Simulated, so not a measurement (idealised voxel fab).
Herein follows the process module entitled voxel air gaps.
The width of the displayed cross-section, cut, is 155 nm; its cells are square, with a size of 5 nm.
Think of the cross-section as a grid of square cells. We describe it in bands, top to bottom, and each band covers one or more rows of those cells.
The band entry comprises the height of the band's top followed by the height of its bottom, expressed in nm, and subsequently the band's materials from left to right, each stated together with its width in nm. Where a single material is marked with the word "everywhere", that material fills the band from edge to edge. The word "blank" represents empty space.
A quick word on heights: they are counted from 0, and under that level the wafer as it came to us is one material throughout. The lowest band is different from the rest in having no bottom; it simply continues downward, written as in "0 -> down".
It should be noted that a width expressed as "30->40" varies in equal increments from row to row of cells within the band, taking the value of the first number at the top row and that of the second number at the bottom row.
For the purposes of this document, the phrase "remained unchanged" attached to a step denotes that no cell within the cross-section was modified by that step.
Entry "Enclosed void list". Content: empty spaces with no open connection to the top, size 8 cells or greater. Each: width x height at distance. Distance: from left edge. Unit: nm.
Step line, after settings: the simulator's comment on this step.
A step's line can hold "overlay nm"; with a mask on that step, the setting says how far right of the planned place the mask lay, while a negative setting says it lay to the left.
### Planned step list for the process
| 1 | RECEIVE [material Si] |
| 2 | CONFORMAL_DEP [material SiO2] [thk nm 10] |
| 3 | CONFORMAL_DEP [material SiCN] [thk nm 5] |
| 4 | DIRECTIONAL_DEP [material lowk] [thk nm 30] |
| 5 | DIRECTIONAL_DEP [material aC] [thk nm 10] |
| 6 | PATTERN [tone open] [mask id LINES] [material resist] [width nm 20] [pitch nm 45] [thk nm 25] [overlay nm 0] |
| 7 | DIRECTIONAL_ETCH [etch materials aC] [depth nm 10] |
| 8 | STRIP [etch materials resist] |
| 9 | DIRECTIONAL_ETCH [etch materials lowk] [depth nm 30] |
| 10 | STRIP [etch materials aC] |
| 11 | CONFORMAL_DEP [material TiN] [thk nm 5] |
| 12 | FILL_DEP [material Cu] [thk nm 5] |
| 13 | CMP [height nm 45] |
| 14 | EPI [material Ru] [thk nm 10] |
| 15 | SELECTIVE_ETCH [etch materials lowk] [depth nm 40] |
| 16 | CONFORMAL_DEP [material SiCN] [thk nm 5] |
### So, the first of our two wafers, run just as we planned it
### Cross-section of the wafer at receipt, which is the condition after step 1
    0 -> down  Si everywhere
    Enclosed void list: none
### Cross-section through the wafer, step 2 finished
    10 -> 0  SiO2 everywhere
    Lower than 0, everything is as it was.
### Cross-section through the wafer, step 3 finished
    15 -> 10  SiCN everywhere
    Lower than 10, everything is as it was.
### Cross-section through the wafer, step 4 finished
    45 -> 15  lowk everywhere
    Lower than 15, everything is as it was.
### Cross-section through the wafer, step 5 finished
    55 -> 45  aC everywhere
    Lower than 45, everything is as it was.
### Cross-section through the wafer, step 6 finished
    80 -> 55  resist 20 nm, then blank 20 nm, then resist 25 nm, then blank 20 nm, then resist 25 nm, then blank 20 nm, then resist 25 nm
    Lower than 55, everything is as it was.
### Cross-section through the wafer, step 7 finished
    70 -> 55  resist 20 nm, then blank 20 nm, then resist 25 nm, then blank 20 nm, then resist 25 nm, then blank 20 nm, then resist 25 nm
    55 -> 45  aC 20 nm, then blank 20 nm, then aC 25 nm, then blank 20 nm, then aC 25 nm, then blank 20 nm, then aC 25 nm
    Lower than 45, everything is as it was.
### Cross-section through the wafer, step 8 finished
    55 -> 45  aC 20 nm, then blank 20 nm, then aC 25 nm, then blank 20 nm, then aC 25 nm, then blank 20 nm, then aC 25 nm
    Lower than 45, everything is as it was.
### Cross-section through the wafer, step 9 finished
    55 -> 45  aC 20 nm, then blank 20 nm, then aC 25 nm, then blank 20 nm, then aC 25 nm, then blank 20 nm, then aC 25 nm
    45 -> 15  lowk 20 nm, then blank 20 nm, then lowk 25 nm, then blank 20 nm, then lowk 25 nm, then blank 20 nm, then lowk 25 nm
    Lower than 15, everything is as it was.
### Cross-section through the wafer, step 10 finished
    45 -> 15  lowk 20 nm, then blank 20 nm, then lowk 25 nm, then blank 20 nm, then lowk 25 nm, then blank 20 nm, then lowk 25 nm
    Lower than 15, everything is as it was.
### Cross-section through the wafer, step 11 finished
    50 -> 45  TiN 25 nm, then blank 10 nm, then TiN 35 nm, then blank 10 nm, then TiN 35 nm, then blank 10 nm, then TiN 30 nm
    45 -> 20  lowk 20 nm, then TiN 5 nm, then blank 10 nm, then TiN 5 nm, then lowk 25 nm, then TiN 5 nm, then blank 10 nm, then TiN 5 nm, then lowk 25 nm, then TiN 5 nm, then blank 10 nm, then TiN 5 nm, then lowk 25 nm
    20 -> 15  lowk 20 nm, then TiN 20 nm, then lowk 25 nm, then TiN 20 nm, then lowk 25 nm, then TiN 20 nm, then lowk 25 nm
    Lower than 15, everything is as it was.
### Cross-section through the wafer, step 12 finished
    55 -> 50  Cu everywhere
    50 -> 45  TiN 25 nm, then Cu 10 nm, then TiN 35 nm, then Cu 10 nm, then TiN 35 nm, then Cu 10 nm, then TiN 30 nm
    45 -> 20  lowk 20 nm, then TiN 5 nm, then Cu 10 nm, then TiN 5 nm, then lowk 25 nm, then TiN 5 nm, then Cu 10 nm, then TiN 5 nm, then lowk 25 nm, then TiN 5 nm, then Cu 10 nm, then TiN 5 nm, then lowk 25 nm
    Lower than 20, everything is as it was.
### Cross-section through the wafer, step 13 finished
    45 -> 20  lowk 20 nm, then TiN 5 nm, then Cu 10 nm, then TiN 5 nm, then lowk 25 nm, then TiN 5 nm, then Cu 10 nm, then TiN 5 nm, then lowk 25 nm, then TiN 5 nm, then Cu 10 nm, then TiN 5 nm, then lowk 25 nm
    Lower than 20, everything is as it was.
### Cross-section through the wafer, step 14 finished
    55 -> 45  blank 10 nm, then Ru 40 nm, then blank 5 nm, then Ru 40 nm, then blank 5 nm, then Ru 40 nm, then blank 15 nm
    Lower than 45, everything is as it was.
### Cross-section through the wafer, step 15 finished
    55 -> 45  blank 10 nm, then Ru 40 nm, then blank 5 nm, then Ru 40 nm, then blank 5 nm, then Ru 40 nm, then blank 15 nm
    45 -> 20  blank 20 nm, then TiN 5 nm, then Cu 10 nm, then TiN 5 nm, then blank 25 nm, then TiN 5 nm, then Cu 10 nm, then TiN 5 nm, then blank 25 nm, then TiN 5 nm, then Cu 10 nm, then TiN 5 nm, then blank 25 nm
    20 -> 15  blank 20 nm, then TiN 20 nm, then blank 25 nm, then TiN 20 nm, then blank 25 nm, then TiN 20 nm, then blank 25 nm
    Lower than 15, everything is as it was.
### Cross-section through the wafer, step 16 finished
    60 -> 55  blank 5 nm, then SiCN 140 nm, then blank 10 nm
    55 -> 45  blank 5 nm, then SiCN 5 nm, then Ru 40 nm, then SiCN 5 nm, then Ru 40 nm, then SiCN 5 nm, then Ru 40 nm, then SiCN 5 nm, then blank 10 nm
    45 -> 40  blank 5 nm, then SiCN 15 nm, then TiN 5 nm, then Cu 10 nm, then TiN 5 nm, then SiCN 25 nm, then TiN 5 nm, then Cu 10 nm, then TiN 5 nm, then SiCN 25 nm, then TiN 5 nm, then Cu 10 nm, then TiN 5 nm, then SiCN 15 nm, then blank 10 nm
    40 -> 20  blank 15 nm, then SiCN 5 nm, then TiN 5 nm, then Cu 10 nm, then TiN 5 nm, then SiCN 5 nm, then blank 15 nm, then SiCN 5 nm, then TiN 5 nm, then Cu 10 nm, then TiN 5 nm, then SiCN 5 nm, then blank 15 nm, then SiCN 5 nm, then TiN 5 nm, then Cu 10 nm, then TiN 5 nm, then SiCN 5 nm, then blank 20 nm
    20 -> 15  SiCN 20 nm, then TiN 20 nm, then SiCN 25 nm, then TiN 20 nm, then SiCN 25 nm, then TiN 20 nm, then SiCN 25 nm
    Lower than 15, everything is as it was.
    Enclosed void list: 15 x 20 at 45; 15 x 20 at 90
### Second wafer, same starting state and plan as the first, one mistake in the run, identical through step 5
### Second wafer: cross-section at the scheduled end of step 6
    80 -> 55  blank 20 nm, then resist 20 nm, then blank 25 nm, then resist 20 nm, then blank 25 nm, then resist 20 nm, then blank 25 nm
    Lower than 55, everything is as it was.
### Second wafer: cross-section at the scheduled end of step 7
    70 -> 55  blank 20 nm, then resist 20 nm, then blank 25 nm, then resist 20 nm, then blank 25 nm, then resist 20 nm, then blank 25 nm
    55 -> 45  blank 20 nm, then aC 20 nm, then blank 25 nm, then aC 20 nm, then blank 25 nm, then aC 20 nm, then blank 25 nm
    Lower than 45, everything is as it was.
### Second wafer: cross-section at the scheduled end of step 8
    55 -> 45  blank 20 nm, then aC 20 nm, then blank 25 nm, then aC 20 nm, then blank 25 nm, then aC 20 nm, then blank 25 nm
    Lower than 45, everything is as it was.
### Second wafer: cross-section at the scheduled end of step 9
    55 -> 45  blank 20 nm, then aC 20 nm, then blank 25 nm, then aC 20 nm, then blank 25 nm, then aC 20 nm, then blank 25 nm
    45 -> 15  blank 20 nm, then lowk 20 nm, then blank 25 nm, then lowk 20 nm, then blank 25 nm, then lowk 20 nm, then blank 25 nm
    Lower than 15, everything is as it was.
### Second wafer: cross-section at the scheduled end of step 10
    45 -> 15  blank 20 nm, then lowk 20 nm, then blank 25 nm, then lowk 20 nm, then blank 25 nm, then lowk 20 nm, then blank 25 nm
    Lower than 15, everything is as it was.
### Second wafer: cross-section at the scheduled end of step 11
    50 -> 45  blank 15 nm, then TiN 30 nm, then blank 15 nm, then TiN 30 nm, then blank 15 nm, then TiN 30 nm, then blank 20 nm
    45 -> 20  blank 15 nm, then TiN 5 nm, then lowk 20 nm, then TiN 5 nm, then blank 15 nm, then TiN 5 nm, then lowk 20 nm, then TiN 5 nm, then blank 15 nm, then TiN 5 nm, then lowk 20 nm, then TiN 5 nm, then blank 20 nm
    20 -> 15  TiN 20 nm, then lowk 20 nm, then TiN 25 nm, then lowk 20 nm, then TiN 25 nm, then lowk 20 nm, then TiN 25 nm
    Lower than 15, everything is as it was.
### Second wafer: cross-section at the scheduled end of step 12
    55 -> 50  Cu everywhere
    50 -> 45  Cu 15 nm, then TiN 30 nm, then Cu 15 nm, then TiN 30 nm, then Cu 15 nm, then TiN 30 nm, then Cu 20 nm
    45 -> 20  Cu 15 nm, then TiN 5 nm, then lowk 20 nm, then TiN 5 nm, then Cu 15 nm, then TiN 5 nm, then lowk 20 nm, then TiN 5 nm, then Cu 15 nm, then TiN 5 nm, then lowk 20 nm, then TiN 5 nm, then Cu 20 nm
    Lower than 20, everything is as it was.
### Second wafer: cross-section at the scheduled end of step 13
    45 -> 20  Cu 15 nm, then TiN 5 nm, then lowk 20 nm, then TiN 5 nm, then Cu 15 nm, then TiN 5 nm, then lowk 20 nm, then TiN 5 nm, then Cu 15 nm, then TiN 5 nm, then lowk 20 nm, then TiN 5 nm, then Cu 20 nm
    Lower than 20, everything is as it was.
### Second wafer: cross-section at the scheduled end of step 14
    55 -> 45  Ru everywhere
    Lower than 45, everything is as it was.
Second wafer: cross-section at the scheduled end of step 15: remained unchanged
### Second wafer: cross-section at the scheduled end of step 16
    60 -> 55  SiCN everywhere
    Lower than 55, everything is as it was.
Want to know what went wrong? step 6 went in with a setting other than planned; the actual run was PATTERN [tone cover] [mask id LINES] [material resist] [width nm 20] [pitch nm 45] [thk nm 25] [overlay nm 0]
End check, counted in cells, second wafer has more or fewer of these materials than the first: Cu: 35 more; Ru: 14 more; SiCN: 64 fewer; TiN: 7 more; lowk: 72 more
Heads up: the first wafer ends with 2 closed voids, the second with 0.
